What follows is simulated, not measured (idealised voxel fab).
process module | voxel spacer lines
cross-section cut | 175 nm wide | cells 5 nm
A cross-section is a grid of square cells, given in bands from the top down. A band is one or more rows of cells.
Each band's line starts with the height of the band's top and of its bottom, in nm. Then come its materials from left to right, each with its width in nm. One material with "throughout" fills the band from edge to edge. "air" is empty space.
Height 0 is the level under which the wafer as received is all one material. The lowest band goes on downwards, as in "0 down".
A width such as "30 to 40" changes by the same amount from each row of cells to the next, from the band's top row to its bottom row.
"no change" after a step means that no cell of the cross-section changed.
closed voids: empty space of 8 cells or more with no open way to the top, each as width x height at its distance from the left edge, in nm
after a step's settings: what the simulator itself notes on the step
overlay nm, on a step with a mask: how far to the right of its planned place the mask lay; to the left if negative
plan
1 op RECEIVE | material Si
2 op CONFORMAL_DEP | material Al2O3 | thk nm 5
3 op DIRECTIONAL_DEP | material TiN | thk nm 20
4 op DIRECTIONAL_DEP | material aC | thk nm 30
5 op PATTERN | tone cover | mask id MANDREL | material resist | width nm 20 | pitch nm 60 | thk nm 40 | overlay nm 0
6 op DIRECTIONAL_ETCH | etch materials aC | depth nm 30
7 op STRIP | etch materials resist
8 op CONFORMAL_DEP | material SiO2 | thk nm 10
9 op DIRECTIONAL_ETCH | etch materials SiO2 | depth nm 10
10 op STRIP | etch materials aC
11 op DIRECTIONAL_ETCH | etch materials TiN | depth nm 20
12 op STRIP | etch materials SiO2
as received, after step 1
  0 down: Si throughout
  closed voids: none
first wafer at the end, as planned
  25 to 5: air 5 | TiN 10 | air 20 | TiN 10 | air 20 | TiN 10 | air 20 | TiN 10 | air 20 | TiN 10 | air 20 | TiN 10 | air 10
  5 to 0: Al2O3 throughout
  0 down: Si throughout
  closed voids: none
second wafer at the end: like start, like plan, one mistake
  25 to 20: Al2O3 throughout
  20 to 0: TiN throughout
  0 down: Si throughout
  closed voids: none
what went wrong: steps 2 and 3 were swapped
at the end the second wafer has, in cells: 92 more of TiN
